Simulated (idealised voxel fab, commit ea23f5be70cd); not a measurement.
process module | voxel capacitor over wiring
cross-section cut | 155 nm wide | cells 5 nm
A cross-section is a grid of square cells, given in bands from the top down. A band is one or more rows of cells.
Each band's line starts with the height of the band's top and of its bottom, in nm. Then come its materials from left to right, each with its width in nm. One material with "throughout" fills the band from edge to edge. "air" is empty space.
Height 0 is the level under which the wafer as received is all one material. The lowest band goes on downwards, as in "0 down".
A width such as "30 to 40" changes by the same amount from each row of cells to the next, from the band's top row to its bottom row.
"no change" after a step means that no cell of the cross-section changed.
closed voids: empty space of 8 cells or more with no open way to the top, each as width x height at its distance from the left edge, in nm
after a step's settings: what the simulator itself notes on the step
overlay nm, on a step with a mask: how far to the right of its planned place the mask lay; to the left if negative
plan
1 op RECEIVE | material Si
2 op CONFORMAL_DEP | material SiO2 | thk nm 15
3 op CONFORMAL_DEP | material SiCN | thk nm 5
4 op DIRECTIONAL_DEP | material SiO2 | thk nm 15
5 op PATTERN | tone open | mask id METAL_1 | material resist | width nm 25 | pitch nm 90 | thk nm 20 | overlay nm 0
6 op DIRECTIONAL_ETCH | etch materials SiO2 | depth nm 15
7 op DIRECTIONAL_ETCH | etch materials SiCN | depth nm 5
8 op STRIP | etch materials resist
9 op CONFORMAL_DEP | material TiN | thk nm 5
10 op FILL_DEP | material Ru | thk nm 10
11 op CMP | height nm 35
12 op CONFORMAL_DEP | material SiCN | thk nm 5
13 op DIRECTIONAL_DEP | material SiO2 | thk nm 15
14 op DIRECTIONAL_DEP | material aC | thk nm 10
15 op PATTERN | tone open | mask id PLUG_1 | material resist | width nm 15 | thk nm 25 | overlay nm 0
16 op DIRECTIONAL_ETCH | etch materials aC | depth nm 10
17 op STRIP | etch materials resist
18 op DIRECTIONAL_ETCH | etch materials SiO2 | depth nm 15
19 op DIRECTIONAL_ETCH | etch materials SiCN | depth nm 5
20 op STRIP | etch materials aC
21 op EPI | material Ru | thk nm 10
22 op EPI | material Ru | thk nm 10
23 op DIRECTIONAL_DEP | material TiN | thk nm 10
24 op DIRECTIONAL_DEP | material HfO2 | thk nm 5
25 op DIRECTIONAL_DEP | material TiN | thk nm 5
26 op PATTERN | tone cover | mask id UPPER_PLATE | material resist | width nm 70 | thk nm 15 | overlay nm 0
27 op DIRECTIONAL_ETCH | etch materials TiN | depth nm 5
28 op DIRECTIONAL_ETCH | etch materials HfO2 | depth nm 5
29 op STRIP | etch materials resist
30 op PATTERN | tone cover | mask id LOWER_PLATE | material resist | width nm 80 | thk nm 20 | overlay nm 0
31 op DIRECTIONAL_ETCH | etch materials TiN | depth nm 10
32 op STRIP | etch materials resist
33 op FILL_DEP | material SiO2 | thk nm 20
34 op CMP | height nm 90
35 op PATTERN | tone open | mask id PLUG_2 | material resist | width nm 15 | thk nm 20 | overlay nm 0
36 op DIRECTIONAL_ETCH | etch materials SiO2 | depth nm 15
37 op STRIP | etch materials resist
38 op CONFORMAL_DEP | material TiN | thk nm 5
39 op FILL_DEP | material Ru | thk nm 10
40 op CMP | height nm 90
41 op CONFORMAL_DEP | material SiCN | thk nm 5
as received, after step 1
  0 down: Si throughout
  closed voids: none
a wafer at the end: this start, this plan, one mistake
  95 to 90: SiCN throughout
  90 to 80: SiO2 40 to 30 | TiN 15 to 25 | SiO2 100
  80 to 75: SiO2 30 | HfO2 25 | SiO2 100
  75 to 70: SiO2 25 | TiN 75 | SiO2 55
  70 to 65: SiO2 25 | TiN 30 | HfO2 45 | SiO2 55
  65 to 55: SiO2 20 | Ru 35 | TiN 50 | SiO2 50
  55 to 40: SiO2 30 | Ru 15 | SiO2 110
  40 to 35: SiCN 30 | Ru 15 | SiCN 110
  35 to 20: SiO2 20 | TiN 5 | Ru 15 | TiN 5 | SiO2 65 | TiN 5 | Ru 15 | TiN 5 | SiO2 20
  20 to 15: SiCN 20 | TiN 25 | SiCN 65 | TiN 25 | SiCN 20
  15 to 0: SiO2 throughout
  0 down: Si throughout
  closed voids: none
what went wrong: one of the steps 21 and 22, which are alike, was run twice
